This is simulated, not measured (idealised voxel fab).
The name of this process module is voxel lift off.
Square cell edge 5 nm, section width 195 nm, ID cut.
In what follows, cross-sections appear as grids of square cells, described through bands that run from the top down, where every band is one or more rows of cells.
Within each band entry, the heights of the top and of the bottom of the band appear first, in that order and in nm; the materials of the band then follow from left to right, each with its corresponding width in nm. The designation "edge to edge" on a single material indicates that it fills the band from edge to edge; the designation "air" indicates empty space.
Note: height 0 marks the level under which the wafer is uniformly one material as received. Lowest band unbounded below, written "0 -> down".
A width such as "30 to 40" changes by the same amount from each row of cells to the next, from the band's top row to its bottom row.
The designation "no change occurred", where it is given for a processing step, indicates that no cell of the cross-section was altered in the course of that step.
Entry "Enclosed void inventory" = empty spaces >= 8 cells with no open way to the top; each as width x height at distance, distance from left edge, all nm.
Where a step's line continues beyond its settings, the continuation is a remark by the simulator itself on that step.
For masked steps, "overlay nm" on the step line gives how far right of plan the mask actually lay; a minus sign means it lay to the left.

# Here's what the planned process steps look like
1 RECEIVE,material Si
2 CONFORMAL_DEP,material Al2O3,thk nm 15
3 PATTERN,tone open,mask id LINES,material resist,width nm 15,pitch nm 45,thk nm 30,overlay nm 0
4 DIRECTIONAL_DEP,material Ru,thk nm 15
5 STRIP,etch materials resist
6 CONFORMAL_DEP,material SiN,thk nm 5

# The first of the two wafers, which ran as planned

# Received-state cross-section, reflecting completion of step 1
- 0 -> down = Si edge to edge
- Enclosed void inventory: none

# The following cross-section depicts the wafer upon completion of step 2
- 15 -> 0 = Al2O3 edge to edge
- Whatever lies below 0 is exactly as it was before.

# The following cross-section depicts the wafer upon completion of step 3
- 45 -> 15 = 20 of resist / 15 of air / 30 of resist / 15 of air / 30 of resist / 15 of air / 30 of resist / 15 of air / 25 of resist
- Whatever lies below 15 is exactly as it was before.

# The following cross-section depicts the wafer upon completion of step 4
- 60 -> 45 = 20 of Ru / 15 of air / 30 of Ru / 15 of air / 30 of Ru / 15 of air / 30 of Ru / 15 of air / 25 of Ru
- 45 -> 30 = 20 of resist / 15 of air / 30 of resist / 15 of air / 30 of resist / 15 of air / 30 of resist / 15 of air / 25 of resist
- 30 -> 15 = 20 of resist / 15 of Ru / 30 of resist / 15 of Ru / 30 of resist / 15 of Ru / 30 of resist / 15 of Ru / 25 of resist
- Whatever lies below 15 is exactly as it was before.

# The following cross-section depicts the wafer upon completion of step 5
- 30 -> 15 = 20 of air / 15 of Ru / 30 of air / 15 of Ru / 30 of air / 15 of Ru / 30 of air / 15 of Ru / 25 of air
- Whatever lies below 15 is exactly as it was before.

# The following cross-section depicts the wafer upon completion of step 6
- 35 -> 30 = 15 of air / 25 of SiN / 20 of air / 25 of SiN / 20 of air / 25 of SiN / 20 of air / 25 of SiN / 20 of air
- 30 -> 20 = 15 of air / 5 of SiN / 15 of Ru / 5 of SiN / 20 of air / 5 of SiN / 15 of Ru / 5 of SiN / 20 of air / 5 of SiN / 15 of Ru / 5 of SiN / 20 of air / 5 of SiN / 15 of Ru / 5 of SiN / 20 of air
- 20 -> 15 = 20 of SiN / 15 of Ru / 30 of SiN / 15 of Ru / 30 of SiN / 15 of Ru / 30 of SiN / 15 of Ru / 25 of SiN
- Whatever lies below 15 is exactly as it was before.

# What follows concerns the second wafer, which started out like the first and was meant to follow the very same plan; one mistake crept in when it was run, but everything up to and including step 3 is the same as for the first wafer

# The second wafer in cross-section, at the planned close of step 4
- 60 -> 45 = 20 of SiN / 15 of air / 30 of SiN / 15 of air / 30 of SiN / 15 of air / 30 of SiN / 15 of air / 25 of SiN
- 45 -> 30 = 20 of resist / 15 of air / 30 of resist / 15 of air / 30 of resist / 15 of air / 30 of resist / 15 of air / 25 of resist
- 30 -> 15 = 20 of resist / 15 of SiN / 30 of resist / 15 of SiN / 30 of resist / 15 of SiN / 30 of resist / 15 of SiN / 25 of resist
- Whatever lies below 15 is exactly as it was before.

# The second wafer in cross-section, at the planned close of step 5
- 30 -> 15 = 20 of air / 15 of SiN / 30 of air / 15 of SiN / 30 of air / 15 of SiN / 30 of air / 15 of SiN / 25 of air
- Whatever lies below 15 is exactly as it was before.

# The second wafer in cross-section, at the planned close of step 6
- 35 -> 20 = 15 of air / 25 of SiN / 20 of air / 25 of SiN / 20 of air / 25 of SiN / 20 of air / 25 of SiN / 20 of air
- 20 -> 15 = SiN edge to edge
- Whatever lies below 15 is exactly as it was before.
Nonconformance to the process plan: step 4 was not run as planned; what actually ran was DIRECTIONAL_DEP,material SiN,thk nm 15
In the final state, the cell counts of the second wafer exceed or fall short of those of the first for the following materials: Ru -36; SiN +36
